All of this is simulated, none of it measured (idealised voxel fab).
process module | voxel self aligned contacts
cross-section cut | 280 nm wide | cells 5 nm
A cross-section is a grid of square cells, given in bands from the top down. A band is one or more rows of cells.
Each band's line starts with the height of the band's top and of its bottom, in nm. Then come its materials from left to right, each with its width in nm. One material with "throughout" fills the band from edge to edge. "air" is empty space.
Height 0 is the level under which the wafer as received is all one material. The lowest band goes on downwards, as in "0 down".
A width such as "30 to 40" changes by the same amount from each row of cells to the next, from the band's top row to its bottom row.
"no change" after a step means that no cell of the cross-section changed.
closed voids: empty space of 8 cells or more with no open way to the top, each as width x height at its distance from the left edge, in nm
after a step's settings: what the simulator itself notes on the step
overlay nm, on a step with a mask: how far to the right of its planned place the mask lay; to the left if negative
Each pair below shows a cross-section before one step and the cross-section after it, down to the lowest band that changed. The line under each pair gives the step between them, with its settings. The pairs can come from different runs of this module on the same starting wafer, so a pair continues from the pair above only where its "before" says so.
before
  80 to 65: resist 95 | air 35 | resist 15 | air 35 | resist 100
  65 to 55: SiO2 throughout
  55 to 35: SiO2 70 | SiN 35 | SiO2 15 | SiN 35 | SiO2 15 | SiN 35 | SiO2 75
  35 to 5: SiO2 70 | SiN 5 | polySi 35 | SiN 5 | SiO2 5 | SiN 5 | polySi 35 | SiN 5 | SiO2 5 | SiN 5 | polySi 35 | SiN 5 | SiO2 65
  5 to 0: SiO2 throughout
  0 down: Si throughout
  closed voids: none
after
  80 to 65: resist 95 | air 35 | resist 15 | air 35 | resist 100
  65 to 55: SiO2 95 | air 35 | SiO2 15 | air 35 | SiO2 100
  55 to 35: SiO2 70 | SiN 35 | air 15 | SiN 35 | air 15 | SiN 35 | SiO2 75
  35 to 5: SiO2 70 | SiN 5 | polySi 35 | SiN 5 | air 5 | SiN 5 | polySi 35 | SiN 5 | air 5 | SiN 5 | polySi 35 | SiN 5 | SiO2 65
  5 to 0: SiO2 115 | air 5 | SiO2 45 | air 5 | SiO2 110
  below 0: unchanged
  closed voids: none
the step between: op DIRECTIONAL_ETCH | etch materials SiO2 | depth nm 65
before: the cross-section after the pair above
after
  65 to 55: SiO2 95 | air 35 | SiO2 15 | air 35 | SiO2 100
  below 55: unchanged
  closed voids: none
the step between: op STRIP | etch materials resist
before: the cross-section after the pair above
after
  70 to 65: TiN 100 | air 25 | TiN 25 | air 25 | TiN 105
  65 to 55: SiO2 95 | TiN 5 to 15 | air 25 to 5 | TiN 5 to 15 | SiO2 15 | TiN 5 to 15 | air 25 to 5 | TiN 5 to 15 | SiO2 100
  55 to 40: SiO2 70 | SiN 35 | TiN 5 | air 5 | TiN 5 | SiN 35 | TiN 5 | air 5 | TiN 5 | SiN 35 | SiO2 75
  40 to 35: SiO2 70 | SiN 35 | TiN 15 | SiN 35 | TiN 15 | SiN 35 | SiO2 75
  35 to 5: SiO2 70 | SiN 5 | polySi 35 | SiN 5 | TiN 5 | SiN 5 | polySi 35 | SiN 5 | TiN 5 | SiN 5 | polySi 35 | SiN 5 | SiO2 65
  5 to 0: SiO2 115 | TiN 5 | SiO2 45 | TiN 5 | SiO2 110
  below 0: unchanged
  closed voids: none
the step between: op CONFORMAL_DEP | material TiN | thk nm 5
before: the cross-section after the pair above
after
  80 to 70: W throughout
  70 to 65: TiN 100 | W 25 | TiN 25 | W 25 | TiN 105
  65 to 55: SiO2 95 | TiN 5 to 15 | W 25 to 5 | TiN 5 to 15 | SiO2 15 | TiN 5 to 15 | W 25 to 5 | TiN 5 to 15 | SiO2 100
  55 to 40: SiO2 70 | SiN 35 | TiN 5 | W 5 | TiN 5 | SiN 35 | TiN 5 | W 5 | TiN 5 | SiN 35 | SiO2 75
  below 40: unchanged
  closed voids: none
the step between: op FILL_DEP | material W | thk nm 10
before: the cross-section after the pair above
after
  65 to 55: SiO2 95 | TiN 5 to 15 | W 25 to 5 | TiN 5 to 15 | SiO2 15 | TiN 5 to 15 | W 25 to 5 | TiN 5 to 15 | SiO2 100
  below 55: unchanged
  closed voids: none
the step between: op CMP | height nm 65
before: the cross-section after the pair above
after
  70 to 65: SiCN throughout
  below 65: unchanged
  closed voids: none
the step between: op CONFORMAL_DEP | material SiCN | thk nm 5
before
  65 to 55: SiO2 95 | TiN 5 to 15 | W 25 to 5 | TiN 5 to 15 | SiO2 15 | TiN 5 to 15 | W 25 to 5 | TiN 5 to 15 | SiO2 100
  55 to 35: SiO2 70 | SiN 35 | TiN 5 | W 5 | TiN 5 | SiN 35 | TiN 5 | W 5 | TiN 5 | SiN 35 | SiO2 75
  35 to 5: SiO2 70 | SiN 5 | polySi 25 | SiN 5 | TiN 5 | W 5 | TiN 5 | SiN 5 | polySi 25 | SiN 5 | TiN 5 | W 5 | TiN 5 | SiN 5 | polySi 25 | SiN 5 | SiO2 75
  5 to 0: SiO2 105 | TiN 15 | SiO2 35 | TiN 15 | SiO2 110
  0 down: Si throughout
  closed voids: none
after
  70 to 65: polySi throughout
  below 65: unchanged
  closed voids: none
the step between: op CONFORMAL_DEP | material polySi | thk nm 5
before
  65 to 55: SiO2 throughout
  55 to 35: SiO2 70 | SiN 35 | SiO2 15 | SiN 35 | SiO2 15 | SiN 35 | SiO2 75
  35 to 5: SiO2 70 | SiN 5 | polySi 25 | SiN 5 | SiO2 15 | SiN 5 | polySi 25 | SiN 5 | SiO2 15 | SiN 5 | polySi 25 | SiN 5 | SiO2 75
  5 to 0: SiO2 throughout
  0 down: Si throughout
  closed voids: none
after
  80 to 65: air 95 | resist 35 | air 15 | resist 35 | air 100
  below 65: unchanged
  closed voids: none
the step between: op PATTERN | tone cover | mask id CONTACT | material resist | width nm 35 | pitch nm 50 | thk nm 15 | overlay nm 0
before: the cross-section after the pair above
after
  80 to 65: air 95 | resist 35 | air 15 | resist 35 | air 100
  65 to 55: air 95 | SiO2 35 | air 15 | SiO2 35 | air 100
  55 to 35: air 70 | SiN 35 | SiO2 15 | SiN 35 | SiO2 15 | SiN 35 | air 75
  35 to 5: air 70 | SiN 5 | polySi 25 | SiN 5 | SiO2 15 | SiN 5 | polySi 25 | SiN 5 | SiO2 15 | SiN 5 | polySi 25 | SiN 5 | air 75
  5 to 0: air 70 | SiO2 135 | air 75
  below 0: unchanged
  closed voids: none
the step between: op DIRECTIONAL_ETCH | etch materials SiO2 | depth nm 65
before: the cross-section after the pair above
after
  65 to 55: air 95 | SiO2 35 | air 15 | SiO2 35 | air 100
  below 55: unchanged
  closed voids: none
the step between: op STRIP | etch materials resist
before: the cross-section after the pair above
after
  70 to 65: air 90 | TiN 45 | air 5 | TiN 45 | air 95
  65 to 60: air 90 | TiN 5 | SiO2 35 | TiN 5 | air 5 | TiN 5 | SiO2 35 | TiN 5 | air 95
  60 to 55: air 65 | TiN 30 | SiO2 35 | TiN 15 | SiO2 35 | TiN 30 | air 70
  55 to 35: air 65 | TiN 5 | SiN 35 | SiO2 15 | SiN 35 | SiO2 15 | SiN 35 | TiN 5 | air 70
  35 to 5: air 65 | TiN 5 | SiN 5 | polySi 25 | SiN 5 | SiO2 15 | SiN 5 | polySi 25 | SiN 5 | SiO2 15 | SiN 5 | polySi 25 | SiN 5 | TiN 5 | air 70
  5 to 0: TiN 70 | SiO2 135 | TiN 75
  below 0: unchanged
  closed voids: none
the step between: op CONFORMAL_DEP | material TiN | thk nm 5
before: the cross-section after the pair above
after
  80 to 70: W throughout
  70 to 65: W 90 | TiN 45 | W 5 | TiN 45 | W 95
  65 to 60: W 90 | TiN 5 | SiO2 35 | TiN 5 | W 5 | TiN 5 | SiO2 35 | TiN 5 | W 95
  60 to 55: W 65 | TiN 30 | SiO2 35 | TiN 15 | SiO2 35 | TiN 30 | W 70
  55 to 35: W 65 | TiN 5 | SiN 35 | SiO2 15 | SiN 35 | SiO2 15 | SiN 35 | TiN 5 | W 70
  35 to 5: W 65 | TiN 5 | SiN 5 | polySi 25 | SiN 5 | SiO2 15 | SiN 5 | polySi 25 | SiN 5 | SiO2 15 | SiN 5 | polySi 25 | SiN 5 | TiN 5 | W 70
  below 5: unchanged
  closed voids: none
the step between: op FILL_DEP | material W | thk nm 10
before: the cross-section after the pair above
after
  65 to 60: W 90 | TiN 5 | SiO2 35 | TiN 5 | W 5 | TiN 5 | SiO2 35 | TiN 5 | W 95
  below 60: unchanged
  closed voids: none
the step between: op CMP | height nm 65
before: the cross-section after the pair above
after
  70 to 65: SiCN throughout
  below 65: unchanged
  closed voids: none
the step between: op CONFORMAL_DEP | material SiCN | thk nm 5
